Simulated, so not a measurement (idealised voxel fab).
Module name: voxel gate over fins (process module)
It is cross-section cut that appears here, measuring 225 nm in width, its square cells being 5 nm in size.
The cross-sections in this document take the form of a grid made of square cells. They are written out as bands, in order from top to bottom. Each band consists of one or more rows of cells. Quick guide to a band line: top height, bottom height (nm) up front; then every material left to right with its width in nm. Only one material and it's marked "all across"? Then it fills the band edge to edge. And "blank" just means empty space. Below 0: as-received wafer, all one material; heights counted from there. Lowest band: no bottom, goes on down, written "0 and below". The two numbers in a width such as "30..40" mark its ends across the band: the first belongs to the top row of cells, the second to the bottom row, and from each row to the next the width moves by the same amount. "same as before" (step): cross-section cells unchanged, all of them. "Listed closed voids" means: voids of 8 cells or more that are shut off from the top with no open way through. Written width x height at distance, distance from the left edge, in nm. Step line, after settings: the simulator's comment on this step. overlay nm, on a step with a mask: how far to the right of its planned place the mask lay; to the left if negative.
-- Intended process steps
step 1: RECEIVE with material Si
step 2: CONFORMAL_DEP with material SiN, thk nm 10
step 3: PATTERN with tone cover, mask id FINS, material resist, width nm 15, pitch nm 45, thk nm 15, overlay nm 0
step 4: DIRECTIONAL_ETCH with etch materials SiN, depth nm 10
step 5: DIRECTIONAL_ETCH with etch materials Si, depth nm 30
step 6: STRIP with etch materials resist
step 7: OXIDIZE with depth nm 5
step 8: FILL_DEP with material SiO2, thk nm 5
step 9: CMP with height nm 0
step 10: SELECTIVE_ETCH with etch materials SiO2, depth nm 25
step 11: STRIP with etch materials SiN
step 12: CONFORMAL_DEP with material HfO2, thk nm 5
step 13: CONFORMAL_DEP with material TiN, thk nm 5
step 14: CONFORMAL_DEP with material TiAl, thk nm 5
step 15: CONFORMAL_DEP with material TiN, thk nm 5
step 16: FILL_DEP with material W, thk nm 10
step 17: CMP with height nm 25
step 18: CONFORMAL_DEP with material SiCN, thk nm 5
The plan's step 9 height nm is the first wafer's value; the wafers differ in this setting and start identical.
-- As-received cross-section, first of several wafers, post step 1
    0 and below = Si all across
    Listed closed voids: none
-- Below: a row per wafer. Contents at end of module: for every material, cells gained since receipt (+) or lost since receipt (-); then closed voids
height nm 0, +65 HfO2, -301 Si, +45 SiCN, +86 SiO2, +65 TiAl, +130 TiN, +180 W, Listed closed voids: none
height nm 5, +61 HfO2, -301 Si, +45 SiCN, +129 SiO2, +61 TiAl, +122 TiN, +153 W, Listed closed voids: none
height nm 10, +57 HfO2, -301 Si, +45 SiCN, +172 SiO2, +57 TiAl, +114 TiN, +126 W, Listed closed voids: none
height nm 15, +53 HfO2, -301 Si, +45 SiCN, +215 SiO2, +53 TiAl, +106 TiN, +99 W, Listed closed voids: none
